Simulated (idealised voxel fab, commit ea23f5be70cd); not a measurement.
This section sets out a process module, namely voxel capacitor over wiring.
Square cells of 5 nm make up the cross-section cut, whose width is 230 nm.
Format of a cross-section: grid, square cells. Given as bands. Order: top down. Band: one or more rows of cells.
Band entry format. Leading values: height of top, height of bottom, nm. Remainder: materials in left-to-right order, each with its width in nm. Special words: "full width" on a single material, which then fills the band edge to edge; "air", empty space.
Measure heights from 0. That's the level where, below it, the as-received wafer is all one material. The lowest band is bottomless and extends downward; write it as in "z 0 and below".
Graded width ("30->40"): value in top row of band = first number; value in bottom row = second number; row-to-row change constant.
"nothing different" (step): cross-section cells unchanged, all of them.
Entry "Enclosed void entries". Content: empty spaces with no open connection to the top, size 8 cells or greater. Each: width x height at distance. Distance: from left edge. Unit: nm.
Post-settings text on a step line: simulator's own remark regarding the step.
What "overlay nm" on a step's line means: if the step has a mask, that mask lay this far to the right of its planned place, or, when the value is negative, to the left.

HERE'S WHAT THE PLANNED PROCESS STEPS LOOK LIKE
step 1: RECEIVE | material Si
step 2: CONFORMAL_DEP | material SiO2 | thk nm 15
step 3: DIRECTIONAL_DEP | material TiN | thk nm 5
step 4: DIRECTIONAL_DEP | material Ru | thk nm 15
step 5: MASKED_ETCH | tone cover | mask id METAL_1 | width nm 25 | pitch nm 80 | etch materials Ru | depth nm 15 | overlay nm -15
step 6: MASKED_ETCH | tone cover | mask id METAL_1 | width nm 25 | pitch nm 80 | etch materials TiN | depth nm 5 | overlay nm 0
step 7: FILL_DEP | material SiO2 | thk nm 5
step 8: CMP | height nm 35
step 9: CONFORMAL_DEP | material SiCN | thk nm 5
step 10: DIRECTIONAL_DEP | material SiO2 | thk nm 20
step 11: PATTERN | tone open | mask id PLUG_1 | material resist | width nm 15 | thk nm 20 | overlay nm 0
step 12: DIRECTIONAL_ETCH | etch materials SiO2 | depth nm 20
step 13: DIRECTIONAL_ETCH | etch materials SiCN | depth nm 5
step 14: STRIP | etch materials resist
step 15: CONFORMAL_DEP | material TiN | thk nm 5
step 16: FILL_DEP | material Cu | thk nm 5
step 17: CMP | height nm 60
step 18: DIRECTIONAL_DEP | material TiN | thk nm 5
step 19: DIRECTIONAL_DEP | material SiN | thk nm 5
step 20: DIRECTIONAL_DEP | material TiN | thk nm 10
step 21: PATTERN | tone cover | mask id UPPER_PLATE | material resist | width nm 60 | thk nm 20 | overlay nm 0
step 22: DIRECTIONAL_ETCH | etch materials TiN | depth nm 10
step 23: DIRECTIONAL_ETCH | etch materials SiN | depth nm 5
step 24: STRIP | etch materials resist
step 25: DIRECTIONAL_DEP | material aC | thk nm 15
step 26: PATTERN | tone cover | mask id LOWER_PLATE | material resist | width nm 70 | thk nm 30 | overlay nm 0
step 27: DIRECTIONAL_ETCH | etch materials aC | depth nm 15
step 28: STRIP | etch materials resist
step 29: DIRECTIONAL_ETCH | etch materials TiN | depth nm 5
step 30: STRIP | etch materials aC
step 31: FILL_DEP | material SiO2 | thk nm 15
step 32: CMP | height nm 90
step 33: DIRECTIONAL_DEP | material aC | thk nm 10
step 34: PATTERN | tone open | mask id PLUG_2 | material resist | width nm 15 | thk nm 30 | overlay nm 0
step 35: DIRECTIONAL_ETCH | etch materials aC | depth nm 10
step 36: STRIP | etch materials resist
step 37: DIRECTIONAL_ETCH | etch materials SiO2 | depth nm 10
step 38: STRIP | etch materials aC
step 39: CONFORMAL_DEP | material TiN | thk nm 5
step 40: FILL_DEP | material Ru | thk nm 5
step 41: CMP | height nm 90
step 42: CONFORMAL_DEP | material SiCN | thk nm 5
The wafers are alike at the start. At step 5, their overlay nm differs. The plan lists the first wafer's value.

CROSS-SECTION OF THE FIRST OF SEVERAL RECEIVED WAFERS, SHOWING ITS STATE AFTER STEP 1
    z 0 and below  Si full width
    Enclosed void entries: none

WAFER ROWS, END OF MODULE: CELLS PER MATERIAL GAINED (+) OR LOST (-) SINCE RECEIPT; CLOSED VOIDS LAST
overlay nm -15; +4 Cu; +31 Ru; +89 SiCN; +12 SiN; +668 SiO2; +70 TiN; Enclosed void entries: none
overlay nm -10; +4 Cu; +31 Ru; +89 SiCN; +12 SiN; +670 SiO2; +68 TiN; Enclosed void entries: none
overlay nm -5; +4 Cu; +31 Ru; +89 SiCN; +12 SiN; +672 SiO2; +66 TiN; Enclosed void entries: none
overlay nm 0; +4 Cu; +31 Ru; +89 SiCN; +12 SiN; +674 SiO2; +64 TiN; Enclosed void entries: none
overlay nm 5; +4 Cu; +31 Ru; +89 SiCN; +12 SiN; +672 SiO2; +66 TiN; Enclosed void entries: none
overlay nm 10; +4 Cu; +31 Ru; +89 SiCN; +12 SiN; +670 SiO2; +68 TiN; Enclosed void entries: none
overlay nm 15; +4 Cu; +31 Ru; +89 SiCN; +12 SiN; +668 SiO2; +70 TiN; Enclosed void entries: none
